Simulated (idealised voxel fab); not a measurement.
voxel air gaps: a process module
Cross-section cut: width 270 nm, square cells of 5 nm.
This document writes a cross-section as a grid whose cells are square, and gives it as bands, listed from the top down; one or more rows of cells form a band.
Band: top height; bottom height; in nm. Then, left to right: material with width in nm, for each material. "everywhere": a single material spanning edge to edge. "blank": empty space.
Heads up on the height convention: 0 is the point under which the incoming wafer is all one material, and the lowest band has no bottom, it just keeps going down, like "top 0, no bottom".
Per-row width for "30 to 40": begins at first number (top row of band), ends at second number (bottom row), increment between rows held constant.
Basically "everything unchanged" means that step didn't change any cell in the cross-section.
Entry "Closed internal voids" = empty spaces >= 8 cells with no open way to the top; each as width x height at distance, distance from left edge, all nm.
after a step's settings: what the simulator itself notes on the step
overlay nm: mask right of planned place by this much (step with mask). Neg. = left.

These are the steps we planned for the process
| 1 | RECEIVE, material Si |
| 2 | CONFORMAL_DEP, material SiO2, thk nm 10 |
| 3 | CONFORMAL_DEP, material SiCN, thk nm 5 |
| 4 | DIRECTIONAL_DEP, material SiO2, thk nm 40 |
| 5 | PATTERN, tone open, mask id LINES, material resist, width nm 15, pitch nm 55, thk nm 15, overlay nm 0 |
| 6 | DIRECTIONAL_ETCH, etch materials SiO2, depth nm 40 |
| 7 | STRIP, etch materials resist |
| 8 | CONFORMAL_DEP, material TiN, thk nm 5 |
| 9 | FILL_DEP, material Ru, thk nm 5 |
| 10 | CMP, height nm 55 |
| 11 | EPI, material Ru, thk nm 10 |
| 12 | SELECTIVE_ETCH, etch materials SiO2, depth nm 50 |
| 13 | CONFORMAL_DEP, material SiCN, thk nm 5 |
The width nm used in step 5 is not the same on every wafer, whereas the starting condition is; the value printed in the plan is the first wafer's.

This is how the first of several wafers looked in cross-section when it arrived, which is after step 1
  top 0, no bottom = Si everywhere
  Closed internal voids: none

Row per wafer, end-of-module: cell gain (+)/loss (-) by material since the wafer came in, then closed voids
width nm 15, +63 Ru, +192 SiCN, +108 SiO2, +51 TiN, Closed internal voids: none
width nm 20, +90 Ru, +192 SiCN, +108 SiO2, +54 TiN, Closed internal voids: none
width nm 25, +117 Ru, +192 SiCN, +108 SiO2, +57 TiN, Closed internal voids: 20 x 30 at 95; 20 x 30 at 150
width nm 30, +144 Ru, +184 SiCN, +108 SiO2, +60 TiN, Closed internal voids: 15 x 30 at 100; 15 x 30 at 155
width nm 35, +171 Ru, +136 SiCN, +172 SiO2, +63 TiN, Closed internal voids: none
width nm 40, +194 Ru, +136 SiCN, +156 SiO2, +66 TiN, Closed internal voids: none
